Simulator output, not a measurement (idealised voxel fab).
process module | voxel tone inversion
cross-section cut | 155 nm wide | cells 5 nm
A cross-section is a grid of square cells, given in bands from the top down. A band is one or more rows of cells.
Each band's line starts with the height of the band's top and of its bottom, in nm. Then come its materials from left to right, each with its width in nm. One material with "throughout" fills the band from edge to edge. "air" is empty space.
Height 0 is the level under which the wafer as received is all one material. The lowest band goes on downwards, as in "0 down".
A width such as "30 to 40" changes by the same amount from each row of cells to the next, from the band's top row to its bottom row.
"no change" after a step means that no cell of the cross-section changed.
closed voids: empty space of 8 cells or more with no open way to the top, each as width x height at its distance from the left edge, in nm
after a step's settings: what the simulator itself notes on the step
overlay nm, on a step with a mask: how far to the right of its planned place the mask lay; to the left if negative
plan
1 op RECEIVE | material Si
2 op CONFORMAL_DEP | material SiN | thk nm 5
3 op DIRECTIONAL_DEP | material polySi | thk nm 25
4 op PATTERN | tone cover | mask id POSTS | material resist | width nm 15 | pitch nm 45 | thk nm 30 | overlay nm 0
5 op DIRECTIONAL_ETCH | etch materials polySi | depth nm 25
6 op STRIP | etch materials resist
7 op FILL_DEP | material SiO2 | thk nm 10
8 op CMP | height nm 30
9 op STRIP | etch materials polySi
10 op CONFORMAL_DEP | material TiN | thk nm 5
11 op FILL_DEP | material W | thk nm 10
12 op CMP | height nm 30
13 op CONFORMAL_DEP | material SiN | thk nm 5
as received, after step 1
  0 down: Si throughout
  closed voids: none
a wafer at the end: this start, this plan, one mistake
  35 to 30: SiN throughout
  30 to 25: TiN 50 | W 5 | TiN 40 | W 5 | TiN 55
  25 to 10: SiO2 45 | TiN 5 | W 5 | TiN 5 | SiO2 30 | TiN 5 | W 5 | TiN 5 | SiO2 50
  10 to 5: SiO2 45 | TiN 15 | SiO2 30 | TiN 15 | SiO2 50
  5 to 0: SiN throughout
  0 down: Si throughout
  closed voids: none
what went wrong: step 8 ran as: op CMP | height nm 25
